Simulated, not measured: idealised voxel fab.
process module | voxel transistor to metal
cross-section cut | 280 nm wide | cells 5 nm
A cross-section is a grid of square cells, given in bands from the top down. A band is one or more rows of cells.
Each band's line starts with the height of the band's top and of its bottom, in nm. Then come its materials from left to right, each with its width in nm. One material with "throughout" fills the band from edge to edge. "air" is empty space.
Height 0 is the level under which the wafer as received is all one material. The lowest band goes on downwards, as in "0 down".
A width such as "30 to 40" changes by the same amount from each row of cells to the next, from the band's top row to its bottom row.
"no change" after a step means that no cell of the cross-section changed.
closed voids: empty space of 8 cells or more with no open way to the top, each as width x height at its distance from the left edge, in nm
after a step's settings: what the simulator itself notes on the step
overlay nm, on a step with a mask: how far to the right of its planned place the mask lay; to the left if negative
Each pair below shows a cross-section before one step and the cross-section after it, down to the lowest band that changed. The line under each pair gives the step between them, with its settings. The pairs can come from different runs of this module on the same starting wafer, so a pair continues from the pair above only where its "before" says so.
before
  105 to 90: air 30 | resist 20 | air 55 | resist 20 | air 30 | resist 20 | air 55 | resist 20 | air 30
  90 to 80: air 30 | aC 20 | air 55 | aC 20 | air 30 | aC 20 | air 55 | aC 20 | air 30
  80 to 60: Ru throughout
  60 to 55: TiN throughout
  55 to 45: SiO2 30 | TiN 5 | W 20 | TiN 5 | SiO2 35 | TiN 5 | W 20 | TiN 5 | SiO2 30 | TiN 5 | W 20 | TiN 5 | SiO2 35 | TiN 5 | W 20 | TiN 5 | SiO2 30
  45 to 30: SiO2 30 | TiN 5 | W 20 | TiN 5 | SiO2 5 | SiCN 25 | SiO2 5 | TiN 5 | W 20 | TiN 5 | SiO2 30 | TiN 5 | W 20 | TiN 5 | SiO2 5 | SiCN 25 | SiO2 5 | TiN 5 | W 20 | TiN 5 | SiO2 30
  30 to 20: SiO2 30 | TiN 5 | W 20 | TiN 5 | SiO2 5 | polySi 25 | SiO2 5 | TiN 5 | W 20 | TiN 5 | SiO2 30 | TiN 5 | W 20 | TiN 5 | SiO2 5 | polySi 25 | SiO2 5 | TiN 5 | W 20 | TiN 5 | SiO2 30
  20 to 15: SiO2 30 | TiN 30 | SiO2 5 | polySi 25 | SiO2 5 | TiN 30 | SiO2 30 | TiN 30 | SiO2 5 | polySi 25 | SiO2 5 | TiN 30 | SiO2 30
  15 to 0: SiO2 40 | SiGe 20 | SiO2 5 | polySi 25 | SiO2 5 | SiGe 20 | SiO2 50 | SiGe 20 | SiO2 5 | polySi 25 | SiO2 5 | SiGe 20 | SiO2 40
  0 to -5: SiO2 20 | SiGe 40 | SiO2 35 | SiGe 40 | SiO2 10 | SiGe 40 | SiO2 35 | SiGe 40 | SiO2 20
  -5 to -20: SiO2 25 | SiGe 35 | Si 35 | SiGe 35 | SiO2 20 | SiGe 35 | Si 35 | SiGe 35 | SiO2 25
  -20 to -30: SiO2 25 | Si 105 | SiO2 20 | Si 105 | SiO2 25
  -30 down: Si throughout
  closed voids: none
after
  90 to 80: air 30 | aC 20 | air 55 | aC 20 | air 30 | aC 20 | air 55 | aC 20 | air 30
  below 80: unchanged
  closed voids: none
the step between: op STRIP | etch materials resist
before: the cross-section after the pair above
after
  90 to 80: air 30 | aC 20 | air 55 | aC 20 | air 30 | aC 20 | air 55 | aC 20 | air 30
  80 to 60: air 30 | Ru 20 | air 55 | Ru 20 | air 30 | Ru 20 | air 55 | Ru 20 | air 30
  below 60: unchanged
  closed voids: none
the step between: op DIRECTIONAL_ETCH | etch materials Ru | depth nm 20
before: the cross-section after the pair above
after
  90 to 80: air 30 | aC 20 | air 55 | aC 20 | air 30 | aC 20 | air 55 | aC 20 | air 30
  80 to 60: air 30 | Ru 20 | air 55 | Ru 20 | air 30 | Ru 20 | air 55 | Ru 20 | air 30
  60 to 55: air 30 | TiN 20 | air 55 | TiN 20 | air 30 | TiN 20 | air 55 | TiN 20 | air 30
  below 55: unchanged
  closed voids: none
the step between: op DIRECTIONAL_ETCH | etch materials TiN | depth nm 5
before: the cross-section after the pair above
after
  80 to 60: air 30 | Ru 20 | air 55 | Ru 20 | air 30 | Ru 20 | air 55 | Ru 20 | air 30
  below 60: unchanged
  closed voids: none
the step between: op STRIP | etch materials aC
before: the cross-section after the pair above
after
  85 to 80: SiO2 throughout
  80 to 60: SiO2 30 | Ru 20 | SiO2 55 | Ru 20 | SiO2 30 | Ru 20 | SiO2 55 | Ru 20 | SiO2 30
  60 to 55: SiO2 30 | TiN 20 | SiO2 55 | TiN 20 | SiO2 30 | TiN 20 | SiO2 55 | TiN 20 | SiO2 30
  below 55: unchanged
  closed voids: none
the step between: op FILL_DEP | material SiO2 | thk nm 5
before: the cross-section after the pair above
after
  80 to 60: SiO2 30 | Ru 20 | SiO2 55 | Ru 20 | SiO2 30 | Ru 20 | SiO2 55 | Ru 20 | SiO2 30
  below 60: unchanged
  closed voids: none
the step between: op CMP | height nm 80
before: the cross-section after the pair above
after
  85 to 80: SiN throughout
  below 80: unchanged
  closed voids: none
the step between: op CONFORMAL_DEP | material SiN | thk nm 5
before
  30 to 20: air 25 | aC 105 | air 20 | aC 105 | air 25
  20 to 5: air 25 | SiN 105 | air 20 | SiN 105 | air 25
  5 to 0: air 25 | SiO2 105 | air 20 | SiO2 105 | air 25
  0 to -30: air 25 | Si 105 | air 20 | Si 105 | air 25
  -30 down: Si throughout
  closed voids: none
after
  30 to 20: air 25 | aC 105 | air 20 | aC 105 | air 25
  20 to 5: air 25 | SiN 105 | air 20 | SiN 105 | air 25
  5 to 0: air 25 | SiO2 105 | air 20 | SiO2 105 | air 25
  0 to -60: air 25 | Si 105 | air 20 | Si 105 | air 25
  below -60: unchanged
  closed voids: none
the step between: op DIRECTIONAL_ETCH | etch materials Si | depth nm 30
before: the cross-section after the pair above
after
  20 to 5: air 25 | SiN 105 | air 20 | SiN 105 | air 25
  below 5: unchanged
  closed voids: none
the step between: op STRIP | etch materials aC
before: the cross-section after the pair above
after
  25 to 20: SiO2 throughout
  20 to 5: SiO2 25 | SiN 105 | SiO2 20 | SiN 105 | SiO2 25
  5 to 0: SiO2 throughout
  0 to -60: SiO2 25 | Si 105 | SiO2 20 | Si 105 | SiO2 25
  below -60: unchanged
  closed voids: none
the step between: op FILL_DEP | material SiO2 | thk nm 5
before: the cross-section after the pair above
after
  20 to 5: SiO2 25 | SiN 105 | SiO2 20 | SiN 105 | SiO2 25
  below 5: unchanged
  closed voids: none
the step between: op CMP | height nm 20
before: the cross-section after the pair above
after
  20 to 5: air 25 | SiN 105 | air 20 | SiN 105 | air 25
  below 5: unchanged
  closed voids: none
the step between: op SELECTIVE_ETCH | etch materials SiO2 | depth nm 15
before: the cross-section after the pair above
after
  5 to 0: SiO2 throughout
  below 0: unchanged
  closed voids: none
the step between: op STRIP | etch materials SiN
before: the cross-section after the pair above
after
  0 to -60: SiO2 25 | Si 105 | SiO2 20 | Si 105 | SiO2 25
  below -60: unchanged
  closed voids: none
the step between: op SELECTIVE_ETCH | etch materials SiO2 | depth nm 5
before: the cross-section after the pair above
after
  0 to -5: SiO2 throughout
  below -5: unchanged
  closed voids: none
the step between: op OXIDIZE | depth nm 5
before: the cross-section after the pair above
after
  30 to 0: polySi throughout
  below 0: unchanged
  closed voids: none
the step between: op DIRECTIONAL_DEP | material polySi | thk nm 30
before: the cross-section after the pair above
after
  45 to 30: SiCN throughout
  below 30: unchanged
  closed voids: none
the step between: op DIRECTIONAL_DEP | material SiCN | thk nm 15
before: the cross-section after the pair above
after
  60 to 45: air 65 | resist 25 | air 100 | resist 25 | air 65
  below 45: unchanged
  closed voids: none
the step between: op PATTERN | tone cover | mask id GATE | material resist | width nm 25 | pitch nm 125 | thk nm 15 | overlay nm 0
before: the cross-section after the pair above
after
  60 to 45: air 65 | resist 25 | air 100 | resist 25 | air 65
  45 to 30: air 65 | SiCN 25 | air 100 | SiCN 25 | air 65
  below 30: unchanged
  closed voids: none
the step between: op DIRECTIONAL_ETCH | etch materials SiCN | depth nm 25
before: the cross-section after the pair above
after
  60 to 45: air 65 | resist 25 | air 100 | resist 25 | air 65
  45 to 30: air 65 | SiCN 25 | air 100 | SiCN 25 | air 65
  30 to 0: air 65 | polySi 25 | air 100 | polySi 25 | air 65
  below 0: unchanged
  closed voids: none
the step between: op DIRECTIONAL_ETCH | etch materials polySi | depth nm 40
before: the cross-section after the pair above
after
  45 to 30: air 65 | SiCN 25 | air 100 | SiCN 25 | air 65
  below 30: unchanged
  closed voids: none
the step between: op STRIP | etch materials resist
before: the cross-section after the pair above
after
  50 to 45: air 60 | SiO2 35 | air 90 | SiO2 35 | air 60
  45 to 30: air 60 | SiO2 5 | SiCN 25 | SiO2 5 | air 90 | SiO2 5 | SiCN 25 | SiO2 5 | air 60
  30 to 5: air 60 | SiO2 5 | polySi 25 | SiO2 5 | air 90 | SiO2 5 | polySi 25 | SiO2 5 | air 60
  5 to 0: SiO2 65 | polySi 25 | SiO2 100 | polySi 25 | SiO2 65
  below 0: unchanged
  closed voids: none
the step between: op CONFORMAL_DEP | material SiO2 | thk nm 5
before: the cross-section after the pair above
after
  45 to 30: air 60 | SiO2 5 | SiCN 25 | SiO2 5 | air 90 | SiO2 5 | SiCN 25 | SiO2 5 | air 60
  30 to 0: air 60 | SiO2 5 | polySi 25 | SiO2 5 | air 90 | SiO2 5 | polySi 25 | SiO2 5 | air 60
  below 0: unchanged
  closed voids: none
the step between: op DIRECTIONAL_ETCH | etch materials SiO2 | depth nm 5
before: the cross-section after the pair above
after
  55 to 45: air 50 | SiN 55 | air 70 | SiN 55 | air 50
  45 to 30: air 50 | SiN 10 | SiO2 5 | SiCN 25 | SiO2 5 | SiN 10 | air 70 | SiN 10 | SiO2 5 | SiCN 25 | SiO2 5 | SiN 10 | air 50
  30 to 10: air 50 | SiN 10 | SiO2 5 | polySi 25 | SiO2 5 | SiN 10 | air 70 | SiN 10 | SiO2 5 | polySi 25 | SiO2 5 | SiN 10 | air 50
  10 to 0: SiN 60 | SiO2 5 | polySi 25 | SiO2 5 | SiN 90 | SiO2 5 | polySi 25 | SiO2 5 | SiN 60
  below 0: unchanged
  closed voids: none
the step between: op CONFORMAL_DEP | material SiN | thk nm 10
before: the cross-section after the pair above
after
  45 to 30: air 50 | SiN 10 | SiO2 5 | SiCN 25 | SiO2 5 | SiN 10 | air 70 | SiN 10 | SiO2 5 | SiCN 25 | SiO2 5 | SiN 10 | air 50
  30 to 0: air 50 | SiN 10 | SiO2 5 | polySi 25 | SiO2 5 | SiN 10 | air 70 | SiN 10 | SiO2 5 | polySi 25 | SiO2 5 | SiN 10 | air 50
  below 0: unchanged
  closed voids: none
the step between: op DIRECTIONAL_ETCH | etch materials SiN | depth nm 10
before: the cross-section after the pair above
after
  45 to 40: air 50 | SiN 10 | air 5 | SiCN 25 | air 5 | SiN 10 | air 70 | SiN 10 | air 5 | SiCN 25 | air 5 | SiN 10 | air 50
  40 to 30: air 50 | SiN 10 | SiO2 5 | SiCN 25 | SiO2 5 | SiN 10 | air 70 | SiN 10 | SiO2 5 | SiCN 25 | SiO2 5 | SiN 10 | air 50
  30 to 0: air 50 | SiN 10 | SiO2 5 | polySi 25 | SiO2 5 | SiN 10 | air 70 | SiN 10 | SiO2 5 | polySi 25 | SiO2 5 | SiN 10 | air 50
  0 to -5: air 50 | SiO2 55 | air 70 | SiO2 55 | air 50
  below -5: unchanged
  closed voids: none
the step between: op DIRECTIONAL_ETCH | etch materials SiO2 | depth nm 5
before: the cross-section after the pair above
after
  45 to 40: air 50 | SiN 10 | air 5 | SiCN 25 | air 5 | SiN 10 | air 70 | SiN 10 | air 5 | SiCN 25 | air 5 | SiN 10 | air 50
  40 to 30: air 50 | SiN 10 | SiO2 5 | SiCN 25 | SiO2 5 | SiN 10 | air 70 | SiN 10 | SiO2 5 | SiCN 25 | SiO2 5 | SiN 10 | air 50
  30 to 0: air 50 | SiN 10 | SiO2 5 | polySi 25 | SiO2 5 | SiN 10 | air 70 | SiN 10 | SiO2 5 | polySi 25 | SiO2 5 | SiN 10 | air 50
  0 to -5: air 50 | SiO2 55 | air 70 | SiO2 55 | air 50
  -5 to -20: SiO2 25 | air 25 | Si 55 | air 25 | SiO2 20 | air 25 | Si 55 | air 25 | SiO2 25
  below -20: unchanged
  closed voids: none
the step between: op DIRECTIONAL_ETCH | etch materials Si | depth nm 15
before: the cross-section after the pair above
after
  45 to 40: air 50 | SiN 10 | air 5 | SiCN 25 | air 5 | SiN 10 | air 70 | SiN 10 | air 5 | SiCN 25 | air 5 | SiN 10 | air 50
  40 to 30: air 50 | SiN 10 | SiO2 5 | SiCN 25 | SiO2 5 | SiN 10 | air 70 | SiN 10 | SiO2 5 | SiCN 25 | SiO2 5 | SiN 10 | air 50
  30 to 15: air 50 | SiN 10 | SiO2 5 | polySi 25 | SiO2 5 | SiN 10 | air 70 | SiN 10 | SiO2 5 | polySi 25 | SiO2 5 | SiN 10 | air 50
  15 to 0: air 30 | SiGe 20 | SiN 10 | SiO2 5 | polySi 25 | SiO2 5 | SiN 10 | SiGe 20 | air 30 | SiGe 20 | SiN 10 | SiO2 5 | polySi 25 | SiO2 5 | SiN 10 | SiGe 20 | air 30
  0 to -5: air 20 | SiGe 30 | SiO2 55 | SiGe 30 | air 10 | SiGe 30 | SiO2 55 | SiGe 30 | air 20
  -5 to -20: SiO2 25 | SiGe 25 | Si 55 | SiGe 25 | SiO2 20 | SiGe 25 | Si 55 | SiGe 25 | SiO2 25
  below -20: unchanged
  closed voids: none
the step between: op EPI | material SiGe | thk nm 20
before: the cross-section after the pair above
after
  55 to 45: SiO2 throughout
  45 to 30: SiO2 50 | SiN 10 | SiO2 5 | SiCN 25 | SiO2 5 | SiN 10 | SiO2 70 | SiN 10 | SiO2 5 | SiCN 25 | SiO2 5 | SiN 10 | SiO2 50
  30 to 15: SiO2 50 | SiN 10 | SiO2 5 | polySi 25 | SiO2 5 | SiN 10 | SiO2 70 | SiN 10 | SiO2 5 | polySi 25 | SiO2 5 | SiN 10 | SiO2 50
  15 to 0: SiO2 30 | SiGe 20 | SiN 10 | SiO2 5 | polySi 25 | SiO2 5 | SiN 10 | SiGe 20 | SiO2 30 | SiGe 20 | SiN 10 | SiO2 5 | polySi 25 | SiO2 5 | SiN 10 | SiGe 20 | SiO2 30
  0 to -5: SiO2 20 | SiGe 30 | SiO2 55 | SiGe 30 | SiO2 10 | SiGe 30 | SiO2 55 | SiGe 30 | SiO2 20
  below -5: unchanged
  closed voids: none
the step between: op FILL_DEP | material SiO2 | thk nm 10
before: the cross-section after the pair above
after
  45 to 30: SiO2 50 | SiN 10 | SiO2 5 | SiCN 25 | SiO2 5 | SiN 10 | SiO2 70 | SiN 10 | SiO2 5 | SiCN 25 | SiO2 5 | SiN 10 | SiO2 50
  below 30: unchanged
  closed voids: none
the step between: op CMP | height nm 45
before: the cross-section after the pair above
after
  55 to 45: SiO2 throughout
  below 45: unchanged
  closed voids: none
the step between: op DIRECTIONAL_DEP | material SiO2 | thk nm 10
before: the cross-section after the pair above
after
  65 to 55: aC throughout
  below 55: unchanged
  closed voids: none
the step between: op DIRECTIONAL_DEP | material aC | thk nm 10
before: the cross-section after the pair above
after
  90 to 65: resist 30 | air 30 | resist 35 | air 30 | resist 30 | air 30 | resist 35 | air 30 | resist 30
  below 65: unchanged
  closed voids: none
the step between: op PATTERN | tone open | mask id CONTACT | material resist | width nm 30 | thk nm 25 | overlay nm 0
before: the cross-section after the pair above
after
  80 to 65: resist 30 | air 30 | resist 35 | air 30 | resist 30 | air 30 | resist 35 | air 30 | resist 30
  65 to 55: aC 30 | air 30 | aC 35 | air 30 | aC 30 | air 30 | aC 35 | air 30 | aC 30
  below 55: unchanged
  closed voids: none
the step between: op DIRECTIONAL_ETCH | etch materials aC | depth nm 10
before: the cross-section after the pair above
after
  65 to 55: aC 30 | air 30 | aC 35 | air 30 | aC 30 | air 30 | aC 35 | air 30 | aC 30
  below 55: unchanged
  closed voids: none
the step between: op STRIP | etch materials resist
before: the cross-section after the pair above
after
  65 to 55: aC 30 | air 30 | aC 35 | air 30 | aC 30 | air 30 | aC 35 | air 30 | aC 30
  55 to 45: SiO2 30 | air 30 | SiO2 35 | air 30 | SiO2 30 | air 30 | SiO2 35 | air 30 | SiO2 30
  45 to 30: SiO2 30 | air 20 | SiN 10 | SiO2 5 | SiCN 25 | SiO2 5 | SiN 10 | air 20 | SiO2 30 | air 20 | SiN 10 | SiO2 5 | SiCN 25 | SiO2 5 | SiN 10 | air 20 | SiO2 30
  30 to 15: SiO2 30 | air 20 | SiN 10 | SiO2 5 | polySi 25 | SiO2 5 | SiN 10 | air 20 | SiO2 30 | air 20 | SiN 10 | SiO2 5 | polySi 25 | SiO2 5 | SiN 10 | air 20 | SiO2 30
  below 15: unchanged
  closed voids: none
the step between: op DIRECTIONAL_ETCH | etch materials SiO2 | depth nm 40
before: the cross-section after the pair above
after
  55 to 45: SiO2 30 | air 30 | SiO2 35 | air 30 | SiO2 30 | air 30 | SiO2 35 | air 30 | SiO2 30
  below 45: unchanged
  closed voids: none
the step between: op STRIP | etch materials aC
before: the cross-section after the pair above
after
  60 to 55: TiN 35 | air 20 | TiN 45 | air 20 | TiN 40 | air 20 | TiN 45 | air 20 | TiN 35
  55 to 45: SiO2 30 | TiN 5 | air 20 to 10 | TiN 5 to 15 | SiO2 35 | TiN 5 to 15 | air 20 to 10 | TiN 5 | SiO2 30 | TiN 5 | air 20 to 10 | TiN 5 to 15 | SiO2 35 | TiN 5 to 15 | air 20 to 10 | TiN 5 | SiO2 30
  45 to 30: SiO2 30 | TiN 5 | air 10 | TiN 5 | SiN 10 | SiO2 5 | SiCN 25 | SiO2 5 | SiN 10 | TiN 5 | air 10 | TiN 5 | SiO2 30 | TiN 5 | air 10 | TiN 5 | SiN 10 | SiO2 5 | SiCN 25 | SiO2 5 | SiN 10 | TiN 5 | air 10 | TiN 5 | SiO2 30
  30 to 20: SiO2 30 | TiN 5 | air 10 | TiN 5 | SiN 10 | SiO2 5 | polySi 25 | SiO2 5 | SiN 10 | TiN 5 | air 10 | TiN 5 | SiO2 30 | TiN 5 | air 10 | TiN 5 | SiN 10 | SiO2 5 | polySi 25 | SiO2 5 | SiN 10 | TiN 5 | air 10 | TiN 5 | SiO2 30
  20 to 15: SiO2 30 | TiN 20 | SiN 10 | SiO2 5 | polySi 25 | SiO2 5 | SiN 10 | TiN 20 | SiO2 30 | TiN 20 | SiN 10 | SiO2 5 | polySi 25 | SiO2 5 | SiN 10 | TiN 20 | SiO2 30
  below 15: unchanged
  closed voids: none
the step between: op CONFORMAL_DEP | material TiN | thk nm 5
before: the cross-section after the pair above
after
  70 to 60: W throughout
  60 to 55: TiN 35 | W 20 | TiN 45 | W 20 | TiN 40 | W 20 | TiN 45 | W 20 | TiN 35
  55 to 45: SiO2 30 | TiN 5 | W 20 to 10 | TiN 5 to 15 | SiO2 35 | TiN 5 to 15 | W 20 to 10 | TiN 5 | SiO2 30 | TiN 5 | W 20 to 10 | TiN 5 to 15 | SiO2 35 | TiN 5 to 15 | W 20 to 10 | TiN 5 | SiO2 30
  45 to 30: SiO2 30 | TiN 5 | W 10 | TiN 5 | SiN 10 | SiO2 5 | SiCN 25 | SiO2 5 | SiN 10 | TiN 5 | W 10 | TiN 5 | SiO2 30 | TiN 5 | W 10 | TiN 5 | SiN 10 | SiO2 5 | SiCN 25 | SiO2 5 | SiN 10 | TiN 5 | W 10 | TiN 5 | SiO2 30
  30 to 20: SiO2 30 | TiN 5 | W 10 | TiN 5 | SiN 10 | SiO2 5 | polySi 25 | SiO2 5 | SiN 10 | TiN 5 | W 10 | TiN 5 | SiO2 30 | TiN 5 | W 10 | TiN 5 | SiN 10 | SiO2 5 | polySi 25 | SiO2 5 | SiN 10 | TiN 5 | W 10 | TiN 5 | SiO2 30
  below 20: unchanged
  closed voids: none
the step between: op FILL_DEP | material W | thk nm 10
before: the cross-section after the pair above
after
  55 to 45: SiO2 30 | TiN 5 | W 20 to 10 | TiN 5 to 15 | SiO2 35 | TiN 5 to 15 | W 20 to 10 | TiN 5 | SiO2 30 | TiN 5 | W 20 to 10 | TiN 5 to 15 | SiO2 35 | TiN 5 to 15 | W 20 to 10 | TiN 5 | SiO2 30
  below 45: unchanged
  closed voids: none
the step between: op CMP | height nm 55
before: the cross-section after the pair above
after
  60 to 55: TiN throughout
  below 55: unchanged
  closed voids: none
the step between: op DIRECTIONAL_DEP | material TiN | thk nm 5
before: the cross-section after the pair above
after
  80 to 60: Ru throughout
  below 60: unchanged
  closed voids: none
the step between: op DIRECTIONAL_DEP | material Ru | thk nm 20
before: the cross-section after the pair above
after
  90 to 80: aC throughout
  below 80: unchanged
  closed voids: none
the step between: op DIRECTIONAL_DEP | material aC | thk nm 10
before: the cross-section after the pair above
after
  115 to 90: air 30 | resist 20 | air 55 | resist 20 | air 30 | resist 20 | air 55 | resist 20 | air 30
  below 90: unchanged
  closed voids: none
the step between: op PATTERN | tone cover | mask id METAL_1 | material resist | width nm 20 | thk nm 25 | overlay nm 0
before: the cross-section after the pair above
after
  105 to 90: air 30 | resist 20 | air 55 | resist 20 | air 30 | resist 20 | air 55 | resist 20 | air 30
  90 to 80: air 30 | aC 20 | air 55 | aC 20 | air 30 | aC 20 | air 55 | aC 20 | air 30
  below 80: unchanged
  closed voids: none
the step between: op DIRECTIONAL_ETCH | etch materials aC | depth nm 10
before: the cross-section after the pair above
after
  90 to 80: air 30 | aC 20 | air 55 | aC 20 | air 30 | aC 20 | air 55 | aC 20 | air 30
  below 80: unchanged
  closed voids: none
the step between: op STRIP | etch materials resist
before: the cross-section after the pair above
after
  90 to 80: air 30 | aC 20 | air 55 | aC 20 | air 30 | aC 20 | air 55 | aC 20 | air 30
  80 to 60: air 30 | Ru 20 | air 55 | Ru 20 | air 30 | Ru 20 | air 55 | Ru 20 | air 30
  below 60: unchanged
  closed voids: none
the step between: op DIRECTIONAL_ETCH | etch materials Ru | depth nm 20
before: the cross-section after the pair above
after
  90 to 80: air 30 | aC 20 | air 55 | aC 20 | air 30 | aC 20 | air 55 | aC 20 | air 30
  80 to 60: air 30 | Ru 20 | air 55 | Ru 20 | air 30 | Ru 20 | air 55 | Ru 20 | air 30
  60 to 55: air 30 | TiN 20 | air 55 | TiN 20 | air 30 | TiN 20 | air 55 | TiN 20 | air 30
  below 55: unchanged
  closed voids: none
the step between: op DIRECTIONAL_ETCH | etch materials TiN | depth nm 5
before: the cross-section after the pair above
after
  80 to 60: air 30 | Ru 20 | air 55 | Ru 20 | air 30 | Ru 20 | air 55 | Ru 20 | air 30
  below 60: unchanged
  closed voids: none
the step between: op STRIP | etch materials aC
before: the cross-section after the pair above
after
  85 to 80: SiO2 throughout
  80 to 60: SiO2 30 | Ru 20 | SiO2 55 | Ru 20 | SiO2 30 | Ru 20 | SiO2 55 | Ru 20 | SiO2 30
  60 to 55: SiO2 30 | TiN 20 | SiO2 55 | TiN 20 | SiO2 30 | TiN 20 | SiO2 55 | TiN 20 | SiO2 30
  below 55: unchanged
  closed voids: none
the step between: op FILL_DEP | material SiO2 | thk nm 5
before: the cross-section after the pair above
after
  80 to 60: SiO2 30 | Ru 20 | SiO2 55 | Ru 20 | SiO2 30 | Ru 20 | SiO2 55 | Ru 20 | SiO2 30
  below 60: unchanged
  closed voids: none
the step between: op CMP | height nm 80
before: the cross-section after the pair above
after
  85 to 80: SiN throughout
  below 80: unchanged
  closed voids: none
the step between: op CONFORMAL_DEP | material SiN | thk nm 5
before
  20 to 5: air 25 | SiN 105 | air 20 | SiN 105 | air 25
  5 to 0: SiO2 throughout
  0 to -30: SiO2 25 | Si 105 | SiO2 20 | Si 105 | SiO2 25
  -30 down: Si throughout
  closed voids: none
after
  20 to 5: air 25 | SiN 105 | air 20 | SiN 105 | air 25
  5 to 0: air 30 | SiO2 95 | air 30 | SiO2 95 | air 30
  below 0: unchanged
  closed voids: none
the step between: op SELECTIVE_ETCH | etch materials SiO2 | depth nm 5
before: the cross-section after the pair above
after
  5 to 0: air 30 | SiO2 95 | air 30 | SiO2 95 | air 30
  below 0: unchanged
  closed voids: none
the step between: op STRIP | etch materials SiN
before: the cross-section after the pair above
after
  5 to 0: air 30 | SiO2 95 | air 30 | SiO2 95 | air 30
  0 to -5: SiO2 35 | Si 85 | SiO2 40 | Si 85 | SiO2 35
  below -5: unchanged
  closed voids: none
the step between: op OXIDIZE | depth nm 5
before: the cross-section after the pair above
after
  35 to 30: air 30 | polySi 95 | air 30 | polySi 95 | air 30
  30 to 5: polySi throughout
  5 to 0: polySi 30 | SiO2 95 | polySi 30 | SiO2 95 | polySi 30
  below 0: unchanged
  closed voids: none
the step between: op DIRECTIONAL_DEP | material polySi | thk nm 30
before: the cross-section after the pair above
after
  50 to 45: air 30 | SiCN 95 | air 30 | SiCN 95 | air 30
  45 to 35: SiCN throughout
  35 to 30: SiCN 30 | polySi 95 | SiCN 30 | polySi 95 | SiCN 30
  below 30: unchanged
  closed voids: none
the step between: op DIRECTIONAL_DEP | material SiCN | thk nm 15
before: the cross-section after the pair above
after
  65 to 50: air 65 | resist 25 | air 100 | resist 25 | air 65
  below 50: unchanged
  closed voids: none
the step between: op PATTERN | tone cover | mask id GATE | material resist | width nm 25 | pitch nm 125 | thk nm 15 | overlay nm 0
before: the cross-section after the pair above
after
  65 to 50: air 65 | resist 25 | air 100 | resist 25 | air 65
  50 to 35: air 65 | SiCN 25 | air 100 | SiCN 25 | air 65
  35 to 30: air 30 | polySi 95 | air 30 | polySi 95 | air 30
  below 30: unchanged
  closed voids: none
the step between: op DIRECTIONAL_ETCH | etch materials SiCN | depth nm 25
before: the cross-section after the pair above
after
  65 to 50: air 65 | resist 25 | air 100 | resist 25 | air 65
  50 to 35: air 65 | SiCN 25 | air 100 | SiCN 25 | air 65
  35 to 5: air 65 | polySi 25 | air 100 | polySi 25 | air 65
  5 to 0: air 30 | SiO2 95 | air 30 | SiO2 95 | air 30
  below 0: unchanged
  closed voids: none
the step between: op DIRECTIONAL_ETCH | etch materials polySi | depth nm 40
before: the cross-section after the pair above
after
  50 to 35: air 65 | SiCN 25 | air 100 | SiCN 25 | air 65
  below 35: unchanged
  closed voids: none
the step between: op STRIP | etch materials resist
before: the cross-section after the pair above
after
  55 to 50: air 60 | SiO2 35 | air 90 | SiO2 35 | air 60
  50 to 35: air 60 | SiO2 5 | SiCN 25 | SiO2 5 | air 90 | SiO2 5 | SiCN 25 | SiO2 5 | air 60
  35 to 10: air 60 | SiO2 5 | polySi 25 | SiO2 5 | air 90 | SiO2 5 | polySi 25 | SiO2 5 | air 60
  10 to 5: air 25 | SiO2 40 | polySi 25 | SiO2 40 | air 20 | SiO2 40 | polySi 25 | SiO2 40 | air 25
  5 to 0: SiO2 throughout
  below 0: unchanged
  closed voids: none
the step between: op CONFORMAL_DEP | material SiO2 | thk nm 5
before: the cross-section after the pair above
after
  50 to 35: air 60 | SiO2 5 | SiCN 25 | SiO2 5 | air 90 | SiO2 5 | SiCN 25 | SiO2 5 | air 60
  35 to 5: air 60 | SiO2 5 | polySi 25 | SiO2 5 | air 90 | SiO2 5 | polySi 25 | SiO2 5 | air 60
  5 to 0: air 25 | SiO2 105 | air 20 | SiO2 105 | air 25
  below 0: unchanged
  closed voids: none
the step between: op DIRECTIONAL_ETCH | etch materials SiO2 | depth nm 5
before: the cross-section after the pair above
after
  60 to 50: air 50 | SiN 55 | air 70 | SiN 55 | air 50
  50 to 35: air 50 | SiN 10 | SiO2 5 | SiCN 25 | SiO2 5 | SiN 10 | air 70 | SiN 10 | SiO2 5 | SiCN 25 | SiO2 5 | SiN 10 | air 50
  35 to 15: air 50 | SiN 10 | SiO2 5 | polySi 25 | SiO2 5 | SiN 10 | air 70 | SiN 10 | SiO2 5 | polySi 25 | SiO2 5 | SiN 10 | air 50
  15 to 10: air 15 | SiN 45 | SiO2 5 | polySi 25 | SiO2 5 | SiN 90 | SiO2 5 | polySi 25 | SiO2 5 | SiN 45 | air 15
  10 to 5: SiN 60 | SiO2 5 | polySi 25 | SiO2 5 | SiN 90 | SiO2 5 | polySi 25 | SiO2 5 | SiN 60
  5 to 0: SiN 25 | SiO2 105 | SiN 20 | SiO2 105 | SiN 25
  below 0: unchanged
  closed voids: none
the step between: op CONFORMAL_DEP | material SiN | thk nm 10
before: the cross-section after the pair above
after
  50 to 35: air 50 | SiN 10 | SiO2 5 | SiCN 25 | SiO2 5 | SiN 10 | air 70 | SiN 10 | SiO2 5 | SiCN 25 | SiO2 5 | SiN 10 | air 50
  35 to 5: air 50 | SiN 10 | SiO2 5 | polySi 25 | SiO2 5 | SiN 10 | air 70 | SiN 10 | SiO2 5 | polySi 25 | SiO2 5 | SiN 10 | air 50
  5 to 0: air 15 | SiN 10 | SiO2 105 | SiN 20 | SiO2 105 | SiN 10 | air 15
  below 0: unchanged
  closed voids: none
the step between: op DIRECTIONAL_ETCH | etch materials SiN | depth nm 10
before: the cross-section after the pair above
after
  50 to 45: air 50 | SiN 10 | air 5 | SiCN 25 | air 5 | SiN 10 | air 70 | SiN 10 | air 5 | SiCN 25 | air 5 | SiN 10 | air 50
  45 to 35: air 50 | SiN 10 | SiO2 5 | SiCN 25 | SiO2 5 | SiN 10 | air 70 | SiN 10 | SiO2 5 | SiCN 25 | SiO2 5 | SiN 10 | air 50
  35 to 5: air 50 | SiN 10 | SiO2 5 | polySi 25 | SiO2 5 | SiN 10 | air 70 | SiN 10 | SiO2 5 | polySi 25 | SiO2 5 | SiN 10 | air 50
  5 to 0: air 15 | SiN 10 | air 25 | SiO2 55 | air 25 | SiN 20 | air 25 | SiO2 55 | air 25 | SiN 10 | air 15
  0 to -5: air 15 | SiO2 20 | Si 85 | SiO2 40 | Si 85 | SiO2 20 | air 15
  below -5: unchanged
  closed voids: none
the step between: op DIRECTIONAL_ETCH | etch materials SiO2 | depth nm 5
